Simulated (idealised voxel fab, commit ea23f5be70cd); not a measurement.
process module | voxel trench capacitor
cross-section cut | 195 nm wide | cells 5 nm
A cross-section is a grid of square cells, given in bands from the top down. A band is one or more rows of cells.
Each band's line starts with the height of the band's top and of its bottom, in nm. Then come its materials from left to right, each with its width in nm. One material with "throughout" fills the band from edge to edge. "air" is empty space.
Height 0 is the level under which the wafer as received is all one material. The lowest band goes on downwards, as in "0 down".
A width such as "30 to 40" changes by the same amount from each row of cells to the next, from the band's top row to its bottom row.
"no change" after a step means that no cell of the cross-section changed.
closed voids: empty space of 8 cells or more with no open way to the top, each as width x height at its distance from the left edge, in nm
after a step's settings: what the simulator itself notes on the step
overlay nm, on a step with a mask: how far to the right of its planned place the mask lay; to the left if negative
Each pair below shows a cross-section before one step and the cross-section after it, down to the lowest band that changed. The line under each pair gives the step between them, with its settings. The pairs can come from different runs of this module on the same starting wafer, so a pair continues from the pair above only where its "before" says so.
before
  0 down: Si throughout
  closed voids: none
after
  10 to 0: SiN throughout
  below 0: unchanged
  closed voids: none
the step between: op CONFORMAL_DEP | material SiN | thk nm 10
before: the cross-section after the pair above
after
  25 to 10: resist 40 | air 25 | resist 20 | air 25 | resist 20 | air 25 | resist 40
  below 10: unchanged
  closed voids: none
the step between: op PATTERN | tone open | mask id TRENCH | material resist | width nm 25 | pitch nm 45 | thk nm 15 | overlay nm 0
before: the cross-section after the pair above
after
  25 to 10: resist 40 | air 25 | resist 20 | air 25 | resist 20 | air 25 | resist 40
  10 to 0: SiN 40 | air 25 | SiN 20 | air 25 | SiN 20 | air 25 | SiN 40
  below 0: unchanged
  closed voids: none
the step between: op DIRECTIONAL_ETCH | etch materials SiN | depth nm 10
before: the cross-section after the pair above
after
  25 to 10: resist 40 | air 25 | resist 20 | air 25 | resist 20 | air 25 | resist 40
  10 to 0: SiN 40 | air 25 | SiN 20 | air 25 | SiN 20 | air 25 | SiN 40
  0 to -30: Si 40 | air 25 | Si 20 | air 25 | Si 20 | air 25 | Si 40
  below -30: unchanged
  closed voids: none
the step between: op DIRECTIONAL_ETCH | etch materials Si | depth nm 30
before: the cross-section after the pair above
after
  10 to 0: SiN 40 | air 25 | SiN 20 | air 25 | SiN 20 | air 25 | SiN 40
  below 0: unchanged
  closed voids: none
the step between: op STRIP | etch materials resist
before: the cross-section after the pair above
after
  15 to 10: Al2O3 45 | air 15 | Al2O3 30 | air 15 | Al2O3 30 | air 15 | Al2O3 45
  10 to 0: SiN 40 | Al2O3 5 | air 15 | Al2O3 5 | SiN 20 | Al2O3 5 | air 15 | Al2O3 5 | SiN 20 | Al2O3 5 | air 15 | Al2O3 5 | SiN 40
  0 to -25: Si 40 | Al2O3 5 | air 15 | Al2O3 5 | Si 20 | Al2O3 5 | air 15 | Al2O3 5 | Si 20 | Al2O3 5 | air 15 | Al2O3 5 | Si 40
  -25 to -30: Si 40 | Al2O3 25 | Si 20 | Al2O3 25 | Si 20 | Al2O3 25 | Si 40
  below -30: unchanged
  closed voids: none
the step between: op CONFORMAL_DEP | material Al2O3 | thk nm 5
before: the cross-section after the pair above
after
  20 to 15: TiN 50 | air 5 | TiN 40 | air 5 | TiN 40 | air 5 | TiN 50
  15 to 10: Al2O3 45 | TiN 5 | air 5 | TiN 5 | Al2O3 30 | TiN 5 | air 5 | TiN 5 | Al2O3 30 | TiN 5 | air 5 | TiN 5 | Al2O3 45
  10 to 0: SiN 40 | Al2O3 5 | TiN 5 | air 5 | TiN 5 | Al2O3 5 | SiN 20 | Al2O3 5 | TiN 5 | air 5 | TiN 5 | Al2O3 5 | SiN 20 | Al2O3 5 | TiN 5 | air 5 | TiN 5 | Al2O3 5 | SiN 40
  0 to -20: Si 40 | Al2O3 5 | TiN 5 | air 5 | TiN 5 | Al2O3 5 | Si 20 | Al2O3 5 | TiN 5 | air 5 | TiN 5 | Al2O3 5 | Si 20 | Al2O3 5 | TiN 5 | air 5 | TiN 5 | Al2O3 5 | Si 40
  -20 to -25: Si 40 | Al2O3 5 | TiN 15 | Al2O3 5 | Si 20 | Al2O3 5 | TiN 15 | Al2O3 5 | Si 20 | Al2O3 5 | TiN 15 | Al2O3 5 | Si 40
  below -25: unchanged
  closed voids: none
the step between: op CONFORMAL_DEP | material TiN | thk nm 5
before: the cross-section after the pair above
after
  25 to 20: W throughout
  20 to 15: TiN 50 | W 5 | TiN 40 | W 5 | TiN 40 | W 5 | TiN 50
  15 to 10: Al2O3 45 | TiN 5 | W 5 | TiN 5 | Al2O3 30 | TiN 5 | W 5 | TiN 5 | Al2O3 30 | TiN 5 | W 5 | TiN 5 | Al2O3 45
  10 to 0: SiN 40 | Al2O3 5 | TiN 5 | W 5 | TiN 5 | Al2O3 5 | SiN 20 | Al2O3 5 | TiN 5 | W 5 | TiN 5 | Al2O3 5 | SiN 20 | Al2O3 5 | TiN 5 | W 5 | TiN 5 | Al2O3 5 | SiN 40
  0 to -20: Si 40 | Al2O3 5 | TiN 5 | W 5 | TiN 5 | Al2O3 5 | Si 20 | Al2O3 5 | TiN 5 | W 5 | TiN 5 | Al2O3 5 | Si 20 | Al2O3 5 | TiN 5 | W 5 | TiN 5 | Al2O3 5 | Si 40
  below -20: unchanged
  closed voids: none
the step between: op FILL_DEP | material W | thk nm 5
before: the cross-section after the pair above
after
  10 to 0: SiN 40 | Al2O3 5 | TiN 5 | W 5 | TiN 5 | Al2O3 5 | SiN 20 | Al2O3 5 | TiN 5 | W 5 | TiN 5 | Al2O3 5 | SiN 20 | Al2O3 5 | TiN 5 | W 5 | TiN 5 | Al2O3 5 | SiN 40
  below 0: unchanged
  closed voids: none
the step between: op CMP | height nm 10
before
  25 to 10: resist 40 | air 25 | resist 20 | air 25 | resist 20 | air 25 | resist 40
  10 to 0: SiN 40 | air 25 | SiN 20 | air 25 | SiN 20 | air 25 | SiN 40
  0 to -30: Si 40 | air 25 | Si 20 | air 25 | Si 20 | air 25 | Si 40
  -30 down: Si throughout
  closed voids: none
after
  25 to 10: resist 40 | air 25 | resist 20 | air 25 | resist 20 | air 25 | resist 40
  10 to 0: SiN 40 | air 25 | SiN 20 | air 25 | SiN 20 | air 25 | SiN 40
  0 to -60: Si 40 | air 25 | Si 20 | air 25 | Si 20 | air 25 | Si 40
  below -60: unchanged
  closed voids: none
the step between: op DIRECTIONAL_ETCH | etch materials Si | depth nm 30
before: the cross-section after the pair above
after
  10 to 0: SiN 40 | air 25 | SiN 20 | air 25 | SiN 20 | air 25 | SiN 40
  below 0: unchanged
  closed voids: none
the step between: op STRIP | etch materials resist
before: the cross-section after the pair above
after
  15 to 10: Al2O3 45 | air 15 | Al2O3 30 | air 15 | Al2O3 30 | air 15 | Al2O3 45
  10 to 0: SiN 40 | Al2O3 5 | air 15 | Al2O3 5 | SiN 20 | Al2O3 5 | air 15 | Al2O3 5 | SiN 20 | Al2O3 5 | air 15 | Al2O3 5 | SiN 40
  0 to -55: Si 40 | Al2O3 5 | air 15 | Al2O3 5 | Si 20 | Al2O3 5 | air 15 | Al2O3 5 | Si 20 | Al2O3 5 | air 15 | Al2O3 5 | Si 40
  -55 to -60: Si 40 | Al2O3 25 | Si 20 | Al2O3 25 | Si 20 | Al2O3 25 | Si 40
  below -60: unchanged
  closed voids: none
the step between: op CONFORMAL_DEP | material Al2O3 | thk nm 5
before: the cross-section after the pair above
after
  20 to 15: TiN 50 | air 5 | TiN 40 | air 5 | TiN 40 | air 5 | TiN 50
  15 to 10: Al2O3 45 | TiN 5 | air 5 | TiN 5 | Al2O3 30 | TiN 5 | air 5 | TiN 5 | Al2O3 30 | TiN 5 | air 5 | TiN 5 | Al2O3 45
  10 to 0: SiN 40 | Al2O3 5 | TiN 5 | air 5 | TiN 5 | Al2O3 5 | SiN 20 | Al2O3 5 | TiN 5 | air 5 | TiN 5 | Al2O3 5 | SiN 20 | Al2O3 5 | TiN 5 | air 5 | TiN 5 | Al2O3 5 | SiN 40
  0 to -50: Si 40 | Al2O3 5 | TiN 5 | air 5 | TiN 5 | Al2O3 5 | Si 20 | Al2O3 5 | TiN 5 | air 5 | TiN 5 | Al2O3 5 | Si 20 | Al2O3 5 | TiN 5 | air 5 | TiN 5 | Al2O3 5 | Si 40
  -50 to -55: Si 40 | Al2O3 5 | TiN 15 | Al2O3 5 | Si 20 | Al2O3 5 | TiN 15 | Al2O3 5 | Si 20 | Al2O3 5 | TiN 15 | Al2O3 5 | Si 40
  below -55: unchanged
  closed voids: none
the step between: op CONFORMAL_DEP | material TiN | thk nm 5
before: the cross-section after the pair above
after
  25 to 20: W throughout
  20 to 15: TiN 50 | W 5 | TiN 40 | W 5 | TiN 40 | W 5 | TiN 50
  15 to 10: Al2O3 45 | TiN 5 | W 5 | TiN 5 | Al2O3 30 | TiN 5 | W 5 | TiN 5 | Al2O3 30 | TiN 5 | W 5 | TiN 5 | Al2O3 45
  10 to 0: SiN 40 | Al2O3 5 | TiN 5 | W 5 | TiN 5 | Al2O3 5 | SiN 20 | Al2O3 5 | TiN 5 | W 5 | TiN 5 | Al2O3 5 | SiN 20 | Al2O3 5 | TiN 5 | W 5 | TiN 5 | Al2O3 5 | SiN 40
  0 to -50: Si 40 | Al2O3 5 | TiN 5 | W 5 | TiN 5 | Al2O3 5 | Si 20 | Al2O3 5 | TiN 5 | W 5 | TiN 5 | Al2O3 5 | Si 20 | Al2O3 5 | TiN 5 | W 5 | TiN 5 | Al2O3 5 | Si 40
  below -50: unchanged
  closed voids: none
the step between: op FILL_DEP | material W | thk nm 5
before: the cross-section after the pair above
after
  10 to 0: SiN 40 | Al2O3 5 | TiN 5 | W 5 | TiN 5 | Al2O3 5 | SiN 20 | Al2O3 5 | TiN 5 | W 5 | TiN 5 | Al2O3 5 | SiN 20 | Al2O3 5 | TiN 5 | W 5 | TiN 5 | Al2O3 5 | SiN 40
  below 0: unchanged
  closed voids: none
the step between: op CMP | height nm 10
before
  10 to 0: SiN 40 | air 25 | SiN 20 | air 25 | SiN 20 | air 25 | SiN 40
  0 to -30: Si 40 | air 25 | Si 20 | air 25 | Si 20 | air 25 | Si 40
  -30 down: Si throughout
  closed voids: none
after
  15 to 10: TiN 45 | air 15 | TiN 30 | air 15 | TiN 30 | air 15 | TiN 45
  10 to 0: SiN 40 | TiN 5 | air 15 | TiN 5 | SiN 20 | TiN 5 | air 15 | TiN 5 | SiN 20 | TiN 5 | air 15 | TiN 5 | SiN 40
  0 to -25: Si 40 | TiN 5 | air 15 | TiN 5 | Si 20 | TiN 5 | air 15 | TiN 5 | Si 20 | TiN 5 | air 15 | TiN 5 | Si 40
  -25 to -30: Si 40 | TiN 25 | Si 20 | TiN 25 | Si 20 | TiN 25 | Si 40
  below -30: unchanged
  closed voids: none
the step between: op CONFORMAL_DEP | material TiN | thk nm 5
before: the cross-section after the pair above
after
  20 to 15: Al2O3 50 | air 5 | Al2O3 40 | air 5 | Al2O3 40 | air 5 | Al2O3 50
  15 to 10: TiN 45 | Al2O3 5 | air 5 | Al2O3 5 | TiN 30 | Al2O3 5 | air 5 | Al2O3 5 | TiN 30 | Al2O3 5 | air 5 | Al2O3 5 | TiN 45
  10 to 0: SiN 40 | TiN 5 | Al2O3 5 | air 5 | Al2O3 5 | TiN 5 | SiN 20 | TiN 5 | Al2O3 5 | air 5 | Al2O3 5 | TiN 5 | SiN 20 | TiN 5 | Al2O3 5 | air 5 | Al2O3 5 | TiN 5 | SiN 40
  0 to -20: Si 40 | TiN 5 | Al2O3 5 | air 5 | Al2O3 5 | TiN 5 | Si 20 | TiN 5 | Al2O3 5 | air 5 | Al2O3 5 | TiN 5 | Si 20 | TiN 5 | Al2O3 5 | air 5 | Al2O3 5 | TiN 5 | Si 40
  -20 to -25: Si 40 | TiN 5 | Al2O3 15 | TiN 5 | Si 20 | TiN 5 | Al2O3 15 | TiN 5 | Si 20 | TiN 5 | Al2O3 15 | TiN 5 | Si 40
  below -25: unchanged
  closed voids: none
the step between: op CONFORMAL_DEP | material Al2O3 | thk nm 5
before: the cross-section after the pair above
after
  25 to 20: W throughout
  20 to 15: Al2O3 50 | W 5 | Al2O3 40 | W 5 | Al2O3 40 | W 5 | Al2O3 50
  15 to 10: TiN 45 | Al2O3 5 | W 5 | Al2O3 5 | TiN 30 | Al2O3 5 | W 5 | Al2O3 5 | TiN 30 | Al2O3 5 | W 5 | Al2O3 5 | TiN 45
  10 to 0: SiN 40 | TiN 5 | Al2O3 5 | W 5 | Al2O3 5 | TiN 5 | SiN 20 | TiN 5 | Al2O3 5 | W 5 | Al2O3 5 | TiN 5 | SiN 20 | TiN 5 | Al2O3 5 | W 5 | Al2O3 5 | TiN 5 | SiN 40
  0 to -20: Si 40 | TiN 5 | Al2O3 5 | W 5 | Al2O3 5 | TiN 5 | Si 20 | TiN 5 | Al2O3 5 | W 5 | Al2O3 5 | TiN 5 | Si 20 | TiN 5 | Al2O3 5 | W 5 | Al2O3 5 | TiN 5 | Si 40
  below -20: unchanged
  closed voids: none
the step between: op FILL_DEP | material W | thk nm 5
before: the cross-section after the pair above
after
  10 to 0: SiN 40 | TiN 5 | Al2O3 5 | W 5 | Al2O3 5 | TiN 5 | SiN 20 | TiN 5 | Al2O3 5 | W 5 | Al2O3 5 | TiN 5 | SiN 20 | TiN 5 | Al2O3 5 | W 5 | Al2O3 5 | TiN 5 | SiN 40
  below 0: unchanged
  closed voids: none
the step between: op CMP | height nm 10
before
  25 to 20: W throughout
  20 to 15: TiN 50 | W 5 | TiN 40 | W 5 | TiN 40 | W 5 | TiN 50
  15 to 10: Al2O3 45 | TiN 5 | W 5 | TiN 5 | Al2O3 30 | TiN 5 | W 5 | TiN 5 | Al2O3 30 | TiN 5 | W 5 | TiN 5 | Al2O3 45
  10 to 0: SiN 40 | Al2O3 5 | TiN 5 | W 5 | TiN 5 | Al2O3 5 | SiN 20 | Al2O3 5 | TiN 5 | W 5 | TiN 5 | Al2O3 5 | SiN 20 | Al2O3 5 | TiN 5 | W 5 | TiN 5 | Al2O3 5 | SiN 40
  0 to -20: Si 40 | Al2O3 5 | TiN 5 | W 5 | TiN 5 | Al2O3 5 | Si 20 | Al2O3 5 | TiN 5 | W 5 | TiN 5 | Al2O3 5 | Si 20 | Al2O3 5 | TiN 5 | W 5 | TiN 5 | Al2O3 5 | Si 40
  -20 to -25: Si 40 | Al2O3 5 | TiN 15 | Al2O3 5 | Si 20 | Al2O3 5 | TiN 15 | Al2O3 5 | Si 20 | Al2O3 5 | TiN 15 | Al2O3 5 | Si 40
  -25 to -30: Si 40 | Al2O3 25 | Si 20 | Al2O3 25 | Si 20 | Al2O3 25 | Si 40
  -30 down: Si throughout
  closed voids: none
after
  20 to 15: TiN 50 | W 5 | TiN 40 | W 5 | TiN 40 | W 5 | TiN 50
  below 15: unchanged
  closed voids: none
the step between: op CMP | height nm 20
before
  10 to 0: SiN throughout
  0 down: Si throughout
  closed voids: none
after
  25 to 10: resist 40 | air 30 | resist 15 | air 30 | resist 15 | air 30 | resist 35
  below 10: unchanged
  closed voids: none
the step between: op PATTERN | tone open | mask id TRENCH | material resist | width nm 30 | pitch nm 45 | thk nm 15 | overlay nm 0
before: the cross-section after the pair above
after
  25 to 10: resist 40 | air 30 | resist 15 | air 30 | resist 15 | air 30 | resist 35
  10 to 0: SiN 40 | air 30 | SiN 15 | air 30 | SiN 15 | air 30 | SiN 35
  below 0: unchanged
  closed voids: none
the step between: op DIRECTIONAL_ETCH | etch materials SiN | depth nm 10
before: the cross-section after the pair above
after
  25 to 10: resist 40 | air 30 | resist 15 | air 30 | resist 15 | air 30 | resist 35
  10 to 0: SiN 40 | air 30 | SiN 15 | air 30 | SiN 15 | air 30 | SiN 35
  0 to -30: Si 40 | air 30 | Si 15 | air 30 | Si 15 | air 30 | Si 35
  below -30: unchanged
  closed voids: none
the step between: op DIRECTIONAL_ETCH | etch materials Si | depth nm 30
before: the cross-section after the pair above
after
  10 to 0: SiN 40 | air 30 | SiN 15 | air 30 | SiN 15 | air 30 | SiN 35
  below 0: unchanged
  closed voids: none
the step between: op STRIP | etch materials resist
before: the cross-section after the pair above
after
  15 to 10: Al2O3 45 | air 20 | Al2O3 25 | air 20 | Al2O3 25 | air 20 | Al2O3 40
  10 to 0: SiN 40 | Al2O3 5 | air 20 | Al2O3 5 | SiN 15 | Al2O3 5 | air 20 | Al2O3 5 | SiN 15 | Al2O3 5 | air 20 | Al2O3 5 | SiN 35
  0 to -25: Si 40 | Al2O3 5 | air 20 | Al2O3 5 | Si 15 | Al2O3 5 | air 20 | Al2O3 5 | Si 15 | Al2O3 5 | air 20 | Al2O3 5 | Si 35
  -25 to -30: Si 40 | Al2O3 30 | Si 15 | Al2O3 30 | Si 15 | Al2O3 30 | Si 35
  below -30: unchanged
  closed voids: none
the step between: op CONFORMAL_DEP | material Al2O3 | thk nm 5
before: the cross-section after the pair above
after
  20 to 15: TiN 50 | air 10 | TiN 35 | air 10 | TiN 35 | air 10 | TiN 45
  15 to 10: Al2O3 45 | TiN 5 | air 10 | TiN 5 | Al2O3 25 | TiN 5 | air 10 | TiN 5 | Al2O3 25 | TiN 5 | air 10 | TiN 5 | Al2O3 40
  10 to 0: SiN 40 | Al2O3 5 | TiN 5 | air 10 | TiN 5 | Al2O3 5 | SiN 15 | Al2O3 5 | TiN 5 | air 10 | TiN 5 | Al2O3 5 | SiN 15 | Al2O3 5 | TiN 5 | air 10 | TiN 5 | Al2O3 5 | SiN 35
  0 to -20: Si 40 | Al2O3 5 | TiN 5 | air 10 | TiN 5 | Al2O3 5 | Si 15 | Al2O3 5 | TiN 5 | air 10 | TiN 5 | Al2O3 5 | Si 15 | Al2O3 5 | TiN 5 | air 10 | TiN 5 | Al2O3 5 | Si 35
  -20 to -25: Si 40 | Al2O3 5 | TiN 20 | Al2O3 5 | Si 15 | Al2O3 5 | TiN 20 | Al2O3 5 | Si 15 | Al2O3 5 | TiN 20 | Al2O3 5 | Si 35
  below -25: unchanged
  closed voids: none
the step between: op CONFORMAL_DEP | material TiN | thk nm 5
before: the cross-section after the pair above
after
  25 to 20: W throughout
  20 to 15: TiN 50 | W 10 | TiN 35 | W 10 | TiN 35 | W 10 | TiN 45
  15 to 10: Al2O3 45 | TiN 5 | W 10 | TiN 5 | Al2O3 25 | TiN 5 | W 10 | TiN 5 | Al2O3 25 | TiN 5 | W 10 | TiN 5 | Al2O3 40
  10 to 0: SiN 40 | Al2O3 5 | TiN 5 | W 10 | TiN 5 | Al2O3 5 | SiN 15 | Al2O3 5 | TiN 5 | W 10 | TiN 5 | Al2O3 5 | SiN 15 | Al2O3 5 | TiN 5 | W 10 | TiN 5 | Al2O3 5 | SiN 35
  0 to -20: Si 40 | Al2O3 5 | TiN 5 | W 10 | TiN 5 | Al2O3 5 | Si 15 | Al2O3 5 | TiN 5 | W 10 | TiN 5 | Al2O3 5 | Si 15 | Al2O3 5 | TiN 5 | W 10 | TiN 5 | Al2O3 5 | Si 35
  below -20: unchanged
  closed voids: none
the step between: op FILL_DEP | material W | thk nm 5
before: the cross-section after the pair above
after
  10 to 0: SiN 40 | Al2O3 5 | TiN 5 | W 10 | TiN 5 | Al2O3 5 | SiN 15 | Al2O3 5 | TiN 5 | W 10 | TiN 5 | Al2O3 5 | SiN 15 | Al2O3 5 | TiN 5 | W 10 | TiN 5 | Al2O3 5 | SiN 35
  below 0: unchanged
  closed voids: none
the step between: op CMP | height nm 10
before
  10 to 0: SiN throughout
  0 down: Si throughout
  closed voids: none
after
  25 to 10: resist 35 | air 25 | resist 20 | air 25 | resist 20 | air 25 | resist 45
  below 10: unchanged
  closed voids: none
the step between: op PATTERN | tone open | mask id TRENCH | material resist | width nm 25 | pitch nm 45 | thk nm 15 | overlay nm -5
before: the cross-section after the pair above
after
  25 to 10: resist 35 | air 25 | resist 20 | air 25 | resist 20 | air 25 | resist 45
  10 to 0: SiN 35 | air 25 | SiN 20 | air 25 | SiN 20 | air 25 | SiN 45
  below 0: unchanged
  closed voids: none
the step between: op DIRECTIONAL_ETCH | etch materials SiN | depth nm 10
before: the cross-section after the pair above
after
  25 to 10: resist 35 | air 25 | resist 20 | air 25 | resist 20 | air 25 | resist 45
  10 to 0: SiN 35 | air 25 | SiN 20 | air 25 | SiN 20 | air 25 | SiN 45
  0 to -30: Si 35 | air 25 | Si 20 | air 25 | Si 20 | air 25 | Si 45
  below -30: unchanged
  closed voids: none
the step between: op DIRECTIONAL_ETCH | etch materials Si | depth nm 30
before: the cross-section after the pair above
after
  10 to 0: SiN 35 | air 25 | SiN 20 | air 25 | SiN 20 | air 25 | SiN 45
  below 0: unchanged
  closed voids: none
the step between: op STRIP | etch materials resist
before: the cross-section after the pair above
after
  15 to 10: Al2O3 40 | air 15 | Al2O3 30 | air 15 | Al2O3 30 | air 15 | Al2O3 50
  10 to 0: SiN 35 | Al2O3 5 | air 15 | Al2O3 5 | SiN 20 | Al2O3 5 | air 15 | Al2O3 5 | SiN 20 | Al2O3 5 | air 15 | Al2O3 5 | SiN 45
  0 to -25: Si 35 | Al2O3 5 | air 15 | Al2O3 5 | Si 20 | Al2O3 5 | air 15 | Al2O3 5 | Si 20 | Al2O3 5 | air 15 | Al2O3 5 | Si 45
  -25 to -30: Si 35 | Al2O3 25 | Si 20 | Al2O3 25 | Si 20 | Al2O3 25 | Si 45
  below -30: unchanged
  closed voids: none
the step between: op CONFORMAL_DEP | material Al2O3 | thk nm 5
before: the cross-section after the pair above
after
  20 to 15: TiN 45 | air 5 | TiN 40 | air 5 | TiN 40 | air 5 | TiN 55
  15 to 10: Al2O3 40 | TiN 5 | air 5 | TiN 5 | Al2O3 30 | TiN 5 | air 5 | TiN 5 | Al2O3 30 | TiN 5 | air 5 | TiN 5 | Al2O3 50
  10 to 0: SiN 35 | Al2O3 5 | TiN 5 | air 5 | TiN 5 | Al2O3 5 | SiN 20 | Al2O3 5 | TiN 5 | air 5 | TiN 5 | Al2O3 5 | SiN 20 | Al2O3 5 | TiN 5 | air 5 | TiN 5 | Al2O3 5 | SiN 45
  0 to -20: Si 35 | Al2O3 5 | TiN 5 | air 5 | TiN 5 | Al2O3 5 | Si 20 | Al2O3 5 | TiN 5 | air 5 | TiN 5 | Al2O3 5 | Si 20 | Al2O3 5 | TiN 5 | air 5 | TiN 5 | Al2O3 5 | Si 45
  -20 to -25: Si 35 | Al2O3 5 | TiN 15 | Al2O3 5 | Si 20 | Al2O3 5 | TiN 15 | Al2O3 5 | Si 20 | Al2O3 5 | TiN 15 | Al2O3 5 | Si 45
  below -25: unchanged
  closed voids: none
the step between: op CONFORMAL_DEP | material TiN | thk nm 5
before: the cross-section after the pair above
after
  25 to 20: W throughout
  20 to 15: TiN 45 | W 5 | TiN 40 | W 5 | TiN 40 | W 5 | TiN 55
  15 to 10: Al2O3 40 | TiN 5 | W 5 | TiN 5 | Al2O3 30 | TiN 5 | W 5 | TiN 5 | Al2O3 30 | TiN 5 | W 5 | TiN 5 | Al2O3 50
  10 to 0: SiN 35 | Al2O3 5 | TiN 5 | W 5 | TiN 5 | Al2O3 5 | SiN 20 | Al2O3 5 | TiN 5 | W 5 | TiN 5 | Al2O3 5 | SiN 20 | Al2O3 5 | TiN 5 | W 5 | TiN 5 | Al2O3 5 | SiN 45
  0 to -20: Si 35 | Al2O3 5 | TiN 5 | W 5 | TiN 5 | Al2O3 5 | Si 20 | Al2O3 5 | TiN 5 | W 5 | TiN 5 | Al2O3 5 | Si 20 | Al2O3 5 | TiN 5 | W 5 | TiN 5 | Al2O3 5 | Si 45
  below -20: unchanged
  closed voids: none
the step between: op FILL_DEP | material W | thk nm 5
before: the cross-section after the pair above
after
  10 to 0: SiN 35 | Al2O3 5 | TiN 5 | W 5 | TiN 5 | Al2O3 5 | SiN 20 | Al2O3 5 | TiN 5 | W 5 | TiN 5 | Al2O3 5 | SiN 20 | Al2O3 5 | TiN 5 | W 5 | TiN 5 | Al2O3 5 | SiN 45
  below 0: unchanged
  closed voids: none
the step between: op CMP | height nm 10
before
  15 to 10: Al2O3 45 | air 15 | Al2O3 30 | air 15 | Al2O3 30 | air 15 | Al2O3 45
  10 to 0: SiN 40 | Al2O3 5 | air 15 | Al2O3 5 | SiN 20 | Al2O3 5 | air 15 | Al2O3 5 | SiN 20 | Al2O3 5 | air 15 | Al2O3 5 | SiN 40
  0 to -25: Si 40 | Al2O3 5 | air 15 | Al2O3 5 | Si 20 | Al2O3 5 | air 15 | Al2O3 5 | Si 20 | Al2O3 5 | air 15 | Al2O3 5 | Si 40
  -25 to -30: Si 40 | Al2O3 25 | Si 20 | Al2O3 25 | Si 20 | Al2O3 25 | Si 40
  -30 down: Si throughout
  closed voids: none
after
  20 to 10: Al2O3 50 | air 5 | Al2O3 40 | air 5 | Al2O3 40 | air 5 | Al2O3 50
  10 to 0: SiN 40 | Al2O3 10 | air 5 | Al2O3 10 | SiN 20 | Al2O3 10 | air 5 | Al2O3 10 | SiN 20 | Al2O3 10 | air 5 | Al2O3 10 | SiN 40
  0 to -20: Si 40 | Al2O3 10 | air 5 | Al2O3 10 | Si 20 | Al2O3 10 | air 5 | Al2O3 10 | Si 20 | Al2O3 10 | air 5 | Al2O3 10 | Si 40
  -20 to -30: Si 40 | Al2O3 25 | Si 20 | Al2O3 25 | Si 20 | Al2O3 25 | Si 40
  below -30: unchanged
  closed voids: none
the step between: op CONFORMAL_DEP | material Al2O3 | thk nm 5
before: the cross-section after the pair above
after
  25 to 20: W throughout
  20 to 10: Al2O3 50 | W 5 | Al2O3 40 | W 5 | Al2O3 40 | W 5 | Al2O3 50
  10 to 0: SiN 40 | Al2O3 10 | W 5 | Al2O3 10 | SiN 20 | Al2O3 10 | W 5 | Al2O3 10 | SiN 20 | Al2O3 10 | W 5 | Al2O3 10 | SiN 40
  0 to -20: Si 40 | Al2O3 10 | W 5 | Al2O3 10 | Si 20 | Al2O3 10 | W 5 | Al2O3 10 | Si 20 | Al2O3 10 | W 5 | Al2O3 10 | Si 40
  below -20: unchanged
  closed voids: none
the step between: op FILL_DEP | material W | thk nm 5
before: the cross-section after the pair above
after
  10 to 0: SiN 40 | Al2O3 10 | W 5 | Al2O3 10 | SiN 20 | Al2O3 10 | W 5 | Al2O3 10 | SiN 20 | Al2O3 10 | W 5 | Al2O3 10 | SiN 40
  below 0: unchanged
  closed voids: none
the step between: op CMP | height nm 10
before
  10 to 0: SiN throughout
  0 down: Si throughout
  closed voids: none
after
  25 to 10: air 40 | resist 25 | air 20 | resist 25 | air 20 | resist 25 | air 40
  below 10: unchanged
  closed voids: none
the step between: op PATTERN | tone cover | mask id TRENCH | material resist | width nm 25 | pitch nm 45 | thk nm 15 | overlay nm 0
before: the cross-section after the pair above
after
  25 to 10: air 40 | resist 25 | air 20 | resist 25 | air 20 | resist 25 | air 40
  10 to 0: air 40 | SiN 25 | air 20 | SiN 25 | air 20 | SiN 25 | air 40
  below 0: unchanged
  closed voids: none
the step between: op DIRECTIONAL_ETCH | etch materials SiN | depth nm 10
before: the cross-section after the pair above
after
  25 to 10: air 40 | resist 25 | air 20 | resist 25 | air 20 | resist 25 | air 40
  10 to 0: air 40 | SiN 25 | air 20 | SiN 25 | air 20 | SiN 25 | air 40
  0 to -30: air 40 | Si 25 | air 20 | Si 25 | air 20 | Si 25 | air 40
  below -30: unchanged
  closed voids: none
the step between: op DIRECTIONAL_ETCH | etch materials Si | depth nm 30
before: the cross-section after the pair above
after
  10 to 0: air 40 | SiN 25 | air 20 | SiN 25 | air 20 | SiN 25 | air 40
  below 0: unchanged
  closed voids: none
the step between: op STRIP | etch materials resist
before: the cross-section after the pair above
after
  15 to 10: air 35 | Al2O3 35 | air 10 | Al2O3 35 | air 10 | Al2O3 35 | air 35
  10 to 0: air 35 | Al2O3 5 | SiN 25 | Al2O3 5 | air 10 | Al2O3 5 | SiN 25 | Al2O3 5 | air 10 | Al2O3 5 | SiN 25 | Al2O3 5 | air 35
  0 to -25: air 35 | Al2O3 5 | Si 25 | Al2O3 5 | air 10 | Al2O3 5 | Si 25 | Al2O3 5 | air 10 | Al2O3 5 | Si 25 | Al2O3 5 | air 35
  -25 to -30: Al2O3 40 | Si 25 | Al2O3 20 | Si 25 | Al2O3 20 | Si 25 | Al2O3 40
  below -30: unchanged
  closed voids: none
the step between: op CONFORMAL_DEP | material Al2O3 | thk nm 5
before: the cross-section after the pair above
after
  20 to 15: air 30 | TiN 135 | air 30
  15 to 10: air 30 | TiN 5 | Al2O3 35 | TiN 10 | Al2O3 35 | TiN 10 | Al2O3 35 | TiN 5 | air 30
  10 to 0: air 30 | TiN 5 | Al2O3 5 | SiN 25 | Al2O3 5 | TiN 10 | Al2O3 5 | SiN 25 | Al2O3 5 | TiN 10 | Al2O3 5 | SiN 25 | Al2O3 5 | TiN 5 | air 30
  0 to -20: air 30 | TiN 5 | Al2O3 5 | Si 25 | Al2O3 5 | TiN 10 | Al2O3 5 | Si 25 | Al2O3 5 | TiN 10 | Al2O3 5 | Si 25 | Al2O3 5 | TiN 5 | air 30
  -20 to -25: TiN 35 | Al2O3 5 | Si 25 | Al2O3 5 | TiN 10 | Al2O3 5 | Si 25 | Al2O3 5 | TiN 10 | Al2O3 5 | Si 25 | Al2O3 5 | TiN 35
  below -25: unchanged
  closed voids: none
the step between: op CONFORMAL_DEP | material TiN | thk nm 5
before: the cross-section after the pair above
after
  25 to 20: W throughout
  20 to 15: W 30 | TiN 135 | W 30
  15 to 10: W 30 | TiN 5 | Al2O3 35 | TiN 10 | Al2O3 35 | TiN 10 | Al2O3 35 | TiN 5 | W 30
  10 to 0: W 30 | TiN 5 | Al2O3 5 | SiN 25 | Al2O3 5 | TiN 10 | Al2O3 5 | SiN 25 | Al2O3 5 | TiN 10 | Al2O3 5 | SiN 25 | Al2O3 5 | TiN 5 | W 30
  0 to -20: W 30 | TiN 5 | Al2O3 5 | Si 25 | Al2O3 5 | TiN 10 | Al2O3 5 | Si 25 | Al2O3 5 | TiN 10 | Al2O3 5 | Si 25 | Al2O3 5 | TiN 5 | W 30
  below -20: unchanged
  closed voids: none
the step between: op FILL_DEP | material W | thk nm 5
before: the cross-section after the pair above
after
  10 to 0: W 30 | TiN 5 | Al2O3 5 | SiN 25 | Al2O3 5 | TiN 10 | Al2O3 5 | SiN 25 | Al2O3 5 | TiN 10 | Al2O3 5 | SiN 25 | Al2O3 5 | TiN 5 | W 30
  below 0: unchanged
  closed voids: none
the step between: op CMP | height nm 10
